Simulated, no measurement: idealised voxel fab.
process module | voxel gate over fins
cross-section cut | 290 nm wide | cells 5 nm
A cross-section is a grid of square cells, given in bands from the top down. A band is one or more rows of cells.
Each band's line starts with the height of the band's top and of its bottom, in nm. Then come its materials from left to right, each with its width in nm. One material with "throughout" fills the band from edge to edge. "air" is empty space.
Height 0 is the level under which the wafer as received is all one material. The lowest band goes on downwards, as in "0 down".
A width such as "30 to 40" changes by the same amount from each row of cells to the next, from the band's top row to its bottom row.
"no change" after a step means that no cell of the cross-section changed.
closed voids: empty space of 8 cells or more with no open way to the top, each as width x height at its distance from the left edge, in nm
after a step's settings: what the simulator itself notes on the step
overlay nm, on a step with a mask: how far to the right of its planned place the mask lay; to the left if negative
plan
1 op RECEIVE | material Si
2 op CONFORMAL_DEP | material SiN | thk nm 5
3 op PATTERN | tone cover | mask id FINS | material resist | width nm 15 | pitch nm 35 | thk nm 20 | overlay nm 0
4 op DIRECTIONAL_ETCH | etch materials SiN | depth nm 5
5 op DIRECTIONAL_ETCH | etch materials Si | depth nm 35
6 op STRIP | etch materials resist
7 op FILL_DEP | material SiO2 | thk nm 5
8 op CMP | height nm 5
9 op SELECTIVE_ETCH | etch materials SiO2 | depth nm 20
10 op STRIP | etch materials SiN
11 op CONFORMAL_DEP | material HfO2 | thk nm 5
12 op CONFORMAL_DEP | material TiN | thk nm 5
13 op CONFORMAL_DEP | material TiAl | thk nm 5
14 op CONFORMAL_DEP | material TiN | thk nm 5
15 op FILL_DEP | material W | thk nm 10
16 op CMP | height nm 25
17 op CONFORMAL_DEP | material SiCN | thk nm 5
as received, after step 1
  0 down: Si throughout
  closed voids: none
a wafer at the end: this start, this plan, one mistake
  30 to 25: SiCN throughout
  25 to 20: W throughout
  20 to 15: W 80 | TiN 125 | W 85
  15 to 10: W 80 | TiN 5 | TiAl 115 | TiN 5 | W 85
  10 to 5: W 80 | TiN 5 | TiAl 5 | HfO2 105 | TiAl 5 | TiN 5 | W 85
  5 to 0: TiN 85 | TiAl 5 | HfO2 5 | TiN 25 | HfO2 10 | TiN 25 | HfO2 10 | TiN 25 | HfO2 5 | TiAl 5 | TiN 90
  0 to -5: TiAl 90 | HfO2 5 | TiN 5 | Si 15 | TiN 5 | HfO2 10 | TiN 5 | Si 15 | TiN 5 | HfO2 10 | TiN 5 | Si 15 | TiN 5 | HfO2 5 | TiAl 95
  -5 to -10: HfO2 95 | TiN 5 | Si 15 | TiN 5 | HfO2 10 | TiN 5 | Si 15 | TiN 5 | HfO2 10 | TiN 5 | Si 15 | TiN 5 | HfO2 100
  -10 to -15: TiN 100 | Si 15 | TiN 20 | Si 15 | TiN 20 | Si 15 | TiN 105
  -15 to -35: SiO2 100 | Si 15 | SiO2 20 | Si 15 | SiO2 20 | Si 15 | SiO2 105
  -35 down: Si throughout
  closed voids: none
what went wrong: steps 11 and 12 were swapped
